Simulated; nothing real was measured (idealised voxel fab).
Presented below is a process module, voxel spacer lines.
Xsec cut, 265 nm wide, square cell size 5 nm.
Reading order for cross-sections: top band down to bottom band. Underlying form: a grid of square cells. Band size: one or more rows of cells. Band entry format. Leading values: height of top, height of bottom, nm. Remainder: materials in left-to-right order, each with its width in nm. Special words: "full width" on a single material, which then fills the band edge to edge; "blank", empty space. The level at which height equals 0 is the one under which the wafer, as it arrives, is entirely one material. No lower edge exists for the bottom band, which continues downward and is notated as in "0 and below". Graded width ("30..40"): value in top row of band = first number; value in bottom row = second number; row-to-row change constant. Any step labelled "same as before" changed none of the cells in the cross-section. If an empty space has no open way to the top and is at least 8 cells in size, "Trapped void list" lists it, written width x height at distance, where distance is measured from the left edge and every value is in nm. Text after the settings on a step's line: the simulator's own remark on that step. Among the settings permitted on a step's line is "overlay nm"; applied to a step with a mask, it specifies the extent to which the mask lay to the right of its planned position, whereas a negative figure signifies a position to the left.

### The planned process steps are enumerated hereunder
1) RECEIVE: material Si
2) CONFORMAL_DEP: material Al2O3, thk nm 10
3) DIRECTIONAL_DEP: material TiN, thk nm 10
4) DIRECTIONAL_DEP: material aC, thk nm 25
5) PATTERN: tone cover, mask id MANDREL, material resist, width nm 20, pitch nm 70, thk nm 35, overlay nm 0
6) DIRECTIONAL_ETCH: etch materials aC, depth nm 25
7) STRIP: etch materials resist
8) CONFORMAL_DEP: material SiO2, thk nm 15
9) DIRECTIONAL_ETCH: etch materials SiO2, depth nm 15
10) STRIP: etch materials aC
11) DIRECTIONAL_ETCH: etch materials TiN, depth nm 10
12) STRIP: etch materials SiO2

### The cross-section here shows the wafer as received, i.e. in its state after step 1
> 0 and below: Si full width
> Trapped void list: none

### Post-module cross-section: identical start and plan to those above, one misstep in execution
> 10 down to 0: blank 35  TiN 15  blank 20  TiN 15  blank 20  TiN 15  blank 20  TiN 15  blank 20  TiN 15  blank 20  TiN 15  blank 40
> 0 and below: Si full width
> Trapped void list: none
So what did we get wrong on this run? step 2 was dropped from the plan's execution and never run
